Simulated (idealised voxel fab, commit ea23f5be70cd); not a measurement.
process module | voxel self aligned vias
cross-section cut | 185 nm wide | cells 5 nm
A cross-section is a grid of square cells, given in bands from the top down. A band is one or more rows of cells.
Each band's line starts with the height of the band's top and of its bottom, in nm. Then come its materials from left to right, each with its width in nm. One material with "throughout" fills the band from edge to edge. "air" is empty space.
Height 0 is the level under which the wafer as received is all one material. The lowest band goes on downwards, as in "0 down".
A width such as "30 to 40" changes by the same amount from each row of cells to the next, from the band's top row to its bottom row.
"no change" after a step means that no cell of the cross-section changed.
closed voids: empty space of 8 cells or more with no open way to the top, each as width x height at its distance from the left edge, in nm
after a step's settings: what the simulator itself notes on the step
overlay nm, on a step with a mask: how far to the right of its planned place the mask lay; to the left if negative
plan
1 op RECEIVE | material Si
2 op CONFORMAL_DEP | material SiO2 | thk nm 15
3 op CONFORMAL_DEP | material SiCN | thk nm 5
4 op DIRECTIONAL_DEP | material lowk | thk nm 30
5 op PATTERN | tone open | mask id LINES | material resist | width nm 20 | pitch nm 60 | thk nm 15 | overlay nm 0
6 op DIRECTIONAL_ETCH | etch materials lowk | depth nm 30
7 op STRIP | etch materials resist
8 op CONFORMAL_DEP | material TiN | thk nm 5
9 op FILL_DEP | material Ru | thk nm 10
10 op CMP | height nm 50
11 op SELECTIVE_ETCH | etch materials W Ru TiN | depth nm 10
12 op FILL_DEP | material SiN | thk nm 10
13 op CMP | height nm 50
14 op DIRECTIONAL_DEP | material lowk | thk nm 15
15 op PATTERN | tone open | mask id VIAS | material resist | width nm 20 | pitch nm 60 | thk nm 20 | overlay nm 0
16 op DIRECTIONAL_ETCH | etch materials lowk | depth nm 15
17 op DIRECTIONAL_ETCH | etch materials SiN | depth nm 10
18 op STRIP | etch materials resist
19 op CONFORMAL_DEP | material TiN | thk nm 5
20 op FILL_DEP | material Ru | thk nm 5
21 op CMP | height nm 65
22 op CONFORMAL_DEP | material SiN | thk nm 5
varied across the wafers: width nm of step 15. The plan shows the first wafer's value. All wafers start alike
first wafer as received, after step 1
  0 down: Si throughout
  closed voids: none
each wafer at the end: cells of each material gained (+) or lost (-) since it was received, then its closed voids
width nm 20 | +42 Ru | +37 SiCN | +37 SiN | +111 SiO2 | +66 TiN | +225 lowk | closed voids: none
width nm 25 | +48 Ru | +37 SiCN | +37 SiN | +111 SiO2 | +69 TiN | +216 lowk | closed voids: none
width nm 30 | +54 Ru | +37 SiCN | +37 SiN | +111 SiO2 | +72 TiN | +207 lowk | closed voids: none
width nm 35 | +60 Ru | +37 SiCN | +37 SiN | +111 SiO2 | +75 TiN | +198 lowk | closed voids: none
